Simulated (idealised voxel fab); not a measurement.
The name of this process module is voxel air gaps.
This is section cut - it's 235 nm across, gridded in 5 nm square cells.
If you're reading a cross-section in this doc, picture square cells in a grid; it comes to you as bands, top ones listed first down to the bottom, and a band can be one or more rows of cells.
Band: top height; bottom height; in nm. Then, left to right: material with width in nm, for each material. "all across": a single material spanning edge to edge. "empty": empty space.
Heights are measured from 0, the level below which the as-received wafer is all one material; the lowest band has no bottom and continues downward, written as in "top 0, no bottom".
Note: "30->40" means the width goes from the first number (top row of the band) to the second number (bottom row) in equal steps per row of cells.
Key: "remained unchanged" - step with no changed cell in the cross-section.
So "Non-vented voids" is basically the list of trapped voids: any empty space of 8 cells or more that can't reach the top through an opening. They're written width x height at distance, the distance being from the left edge, and it's all nm.
Where a step's line continues beyond its settings, the continuation is a remark by the simulator itself on that step.
"overlay nm" denotes, for a step that has a mask, the displacement of the mask to the right of its planned place, with negative values corresponding to the left.
### Set out below are the planned steps of the process
1: RECEIVE,material Si
2: CONFORMAL_DEP,material SiO2,thk nm 15
3: CONFORMAL_DEP,material SiN,thk nm 5
4: DIRECTIONAL_DEP,material lowk,thk nm 35
5: DIRECTIONAL_DEP,material aC,thk nm 15
6: PATTERN,tone open,mask id LINES,material resist,width nm 25,pitch nm 50,thk nm 30,overlay nm 0
7: DIRECTIONAL_ETCH,etch materials aC,depth nm 15
8: STRIP,etch materials resist
9: DIRECTIONAL_ETCH,etch materials lowk,depth nm 35
10: STRIP,etch materials aC
11: CONFORMAL_DEP,material TiN,thk nm 5
12: FILL_DEP,material Cu,thk nm 10
13: CMP,height nm 55
14: EPI,material Ru,thk nm 10
15: SELECTIVE_ETCH,etch materials lowk,depth nm 45
16: CONFORMAL_DEP,material SiCN,thk nm 5
### First of the two wafers, run per plan
### Cross-section of the wafer upon arrival, representing the state reached after step 1
- top 0, no bottom: Si all across
- Non-vented voids: none
### Wafer section view after processing step 2
- top 15, bottom 0: SiO2 all across
- Everything below 0 is unchanged.
### Wafer section view after processing step 3
- top 20, bottom 15: SiN all across
- Everything below 15 is unchanged.
### Wafer section view after processing step 4
- top 55, bottom 20: lowk all across
- Everything below 20 is unchanged.
### Wafer section view after processing step 5
- top 70, bottom 55: aC all across
- Everything below 55 is unchanged.
### Wafer section view after processing step 6
- top 100, bottom 70: 55 of resist  25 of empty  25 of resist  25 of empty  25 of resist  25 of empty  55 of resist
- Everything below 70 is unchanged.
### Wafer section view after processing step 7
- top 85, bottom 70: 55 of resist  25 of empty  25 of resist  25 of empty  25 of resist  25 of empty  55 of resist
- top 70, bottom 55: 55 of aC  25 of empty  25 of aC  25 of empty  25 of aC  25 of empty  55 of aC
- Everything below 55 is unchanged.
### Wafer section view after processing step 8
- top 70, bottom 55: 55 of aC  25 of empty  25 of aC  25 of empty  25 of aC  25 of empty  55 of aC
- Everything below 55 is unchanged.
### Wafer section view after processing step 9
- top 70, bottom 55: 55 of aC  25 of empty  25 of aC  25 of empty  25 of aC  25 of empty  55 of aC
- top 55, bottom 20: 55 of lowk  25 of empty  25 of lowk  25 of empty  25 of lowk  25 of empty  55 of lowk
- Everything below 20 is unchanged.
### Wafer section view after processing step 10
- top 55, bottom 20: 55 of lowk  25 of empty  25 of lowk  25 of empty  25 of lowk  25 of empty  55 of lowk
- Everything below 20 is unchanged.
### Wafer section view after processing step 11
- top 60, bottom 55: 60 of TiN  15 of empty  35 of TiN  15 of empty  35 of TiN  15 of empty  60 of TiN
- top 55, bottom 25: 55 of lowk  5 of TiN  15 of empty  5 of TiN  25 of lowk  5 of TiN  15 of empty  5 of TiN  25 of lowk  5 of TiN  15 of empty  5 of TiN  55 of lowk
- top 25, bottom 20: 55 of lowk  25 of TiN  25 of lowk  25 of TiN  25 of lowk  25 of TiN  55 of lowk
- Everything below 20 is unchanged.
### Wafer section view after processing step 12
- top 70, bottom 60: Cu all across
- top 60, bottom 55: 60 of TiN  15 of Cu  35 of TiN  15 of Cu  35 of TiN  15 of Cu  60 of TiN
- top 55, bottom 25: 55 of lowk  5 of TiN  15 of Cu  5 of TiN  25 of lowk  5 of TiN  15 of Cu  5 of TiN  25 of lowk  5 of TiN  15 of Cu  5 of TiN  55 of lowk
- Everything below 25 is unchanged.
### Wafer section view after processing step 13
- top 55, bottom 25: 55 of lowk  5 of TiN  15 of Cu  5 of TiN  25 of lowk  5 of TiN  15 of Cu  5 of TiN  25 of lowk  5 of TiN  15 of Cu  5 of TiN  55 of lowk
- Everything below 25 is unchanged.
### Wafer section view after processing step 14
- top 65, bottom 55: 45 of empty  45 of Ru  5 of empty  45 of Ru  5 of empty  45 of Ru  45 of empty
- Everything below 55 is unchanged.
### Wafer section view after processing step 15
- top 65, bottom 55: 45 of empty  45 of Ru  5 of empty  45 of Ru  5 of empty  45 of Ru  45 of empty
- top 55, bottom 25: 55 of empty  5 of TiN  15 of Cu  5 of TiN  25 of empty  5 of TiN  15 of Cu  5 of TiN  25 of empty  5 of TiN  15 of Cu  5 of TiN  55 of empty
- top 25, bottom 20: 55 of empty  25 of TiN  25 of empty  25 of TiN  25 of empty  25 of TiN  55 of empty
- Everything below 20 is unchanged.
### Wafer section view after processing step 16
- top 70, bottom 65: 40 of empty  155 of SiCN  40 of empty
- top 65, bottom 55: 40 of empty  5 of SiCN  45 of Ru  5 of SiCN  45 of Ru  5 of SiCN  45 of Ru  5 of SiCN  40 of empty
- top 55, bottom 50: 40 of empty  15 of SiCN  5 of TiN  15 of Cu  5 of TiN  25 of SiCN  5 of TiN  15 of Cu  5 of TiN  25 of SiCN  5 of TiN  15 of Cu  5 of TiN  15 of SiCN  40 of empty
- top 50, bottom 25: 50 of empty  5 of SiCN  5 of TiN  15 of Cu  5 of TiN  5 of SiCN  15 of empty  5 of SiCN  5 of TiN  15 of Cu  5 of TiN  5 of SiCN  15 of empty  5 of SiCN  5 of TiN  15 of Cu  5 of TiN  5 of SiCN  50 of empty
- top 25, bottom 20: 55 of SiCN  25 of TiN  25 of SiCN  25 of TiN  25 of SiCN  25 of TiN  55 of SiCN
- Everything below 20 is unchanged.
- Non-vented voids: 15 x 25 at 85; 15 x 25 at 135
### Wafer two. Identical start, identical plan. One mistake in execution. Identical history through step 5
### Cross-sectional view of the second wafer at the intended end time of process step 6
- top 100, bottom 70: 50 of resist  35 of empty  15 of resist  35 of empty  15 of resist  35 of empty  50 of resist
- Everything below 70 is unchanged.
### Cross-sectional view of the second wafer at the intended end time of process step 7
- top 85, bottom 70: 50 of resist  35 of empty  15 of resist  35 of empty  15 of resist  35 of empty  50 of resist
- top 70, bottom 55: 50 of aC  35 of empty  15 of aC  35 of empty  15 of aC  35 of empty  50 of aC
- Everything below 55 is unchanged.
### Cross-sectional view of the second wafer at the intended end time of process step 8
- top 70, bottom 55: 50 of aC  35 of empty  15 of aC  35 of empty  15 of aC  35 of empty  50 of aC
- Everything below 55 is unchanged.
### Cross-sectional view of the second wafer at the intended end time of process step 9
- top 70, bottom 55: 50 of aC  35 of empty  15 of aC  35 of empty  15 of aC  35 of empty  50 of aC
- top 55, bottom 20: 50 of lowk  35 of empty  15 of lowk  35 of empty  15 of lowk  35 of empty  50 of lowk
- Everything below 20 is unchanged.
### Cross-sectional view of the second wafer at the intended end time of process step 10
- top 55, bottom 20: 50 of lowk  35 of empty  15 of lowk  35 of empty  15 of lowk  35 of empty  50 of lowk
- Everything below 20 is unchanged.
### Cross-sectional view of the second wafer at the intended end time of process step 11
- top 60, bottom 55: 55 of TiN  25 of empty  25 of TiN  25 of empty  25 of TiN  25 of empty  55 of TiN
- top 55, bottom 25: 50 of lowk  5 of TiN  25 of empty  5 of TiN  15 of lowk  5 of TiN  25 of empty  5 of TiN  15 of lowk  5 of TiN  25 of empty  5 of TiN  50 of lowk
- top 25, bottom 20: 50 of lowk  35 of TiN  15 of lowk  35 of TiN  15 of lowk  35 of TiN  50 of lowk
- Everything below 20 is unchanged.
### Cross-sectional view of the second wafer at the intended end time of process step 12
- top 70, bottom 60: Cu all across
- top 60, bottom 55: 55 of TiN  25 of Cu  25 of TiN  25 of Cu  25 of TiN  25 of Cu  55 of TiN
- top 55, bottom 25: 50 of lowk  5 of TiN  25 of Cu  5 of TiN  15 of lowk  5 of TiN  25 of Cu  5 of TiN  15 of lowk  5 of TiN  25 of Cu  5 of TiN  50 of lowk
- Everything below 25 is unchanged.
### Cross-sectional view of the second wafer at the intended end time of process step 13
- top 55, bottom 25: 50 of lowk  5 of TiN  25 of Cu  5 of TiN  15 of lowk  5 of TiN  25 of Cu  5 of TiN  15 of lowk  5 of TiN  25 of Cu  5 of TiN  50 of lowk
- Everything below 25 is unchanged.
### Cross-sectional view of the second wafer at the intended end time of process step 14
- top 65, bottom 55: 40 of empty  155 of Ru  40 of empty
- Everything below 55 is unchanged.
### Cross-sectional view of the second wafer at the intended end time of process step 15
- top 65, bottom 55: 40 of empty  155 of Ru  40 of empty
- top 55, bottom 25: 50 of empty  5 of TiN  25 of Cu  5 of TiN  15 of lowk  5 of TiN  25 of Cu  5 of TiN  15 of lowk  5 of TiN  25 of Cu  5 of TiN  50 of empty
- top 25, bottom 20: 50 of empty  35 of TiN  15 of lowk  35 of TiN  15 of lowk  35 of TiN  50 of empty
- Everything below 20 is unchanged.
### Cross-sectional view of the second wafer at the intended end time of process step 16
- top 70, bottom 65: 35 of empty  165 of SiCN  35 of empty
- top 65, bottom 55: 35 of empty  5 of SiCN  155 of Ru  5 of SiCN  35 of empty
- top 55, bottom 50: 35 of empty  15 of SiCN  5 of TiN  25 of Cu  5 of TiN  15 of lowk  5 of TiN  25 of Cu  5 of TiN  15 of lowk  5 of TiN  25 of Cu  5 of TiN  15 of SiCN  35 of empty
- top 50, bottom 25: 45 of empty  5 of SiCN  5 of TiN  25 of Cu  5 of TiN  15 of lowk  5 of TiN  25 of Cu  5 of TiN  15 of lowk  5 of TiN  25 of Cu  5 of TiN  5 of SiCN  45 of empty
- top 25, bottom 20: 50 of SiCN  35 of TiN  15 of lowk  35 of TiN  15 of lowk  35 of TiN  50 of SiCN
- Everything below 20 is unchanged.
What was done differently from what was planned? step 6 was processed under conditions differing from the plan, specifically as PATTERN,tone open,mask id LINES,material resist,width nm 35,pitch nm 50,thk nm 30,overlay nm 0
at the end the second wafer has, in cells: Cu +36, Ru +8, SiCN -44, TiN +6, lowk +42
Long story short, the first wafer ends with 2 closed voids and the second one with 0.
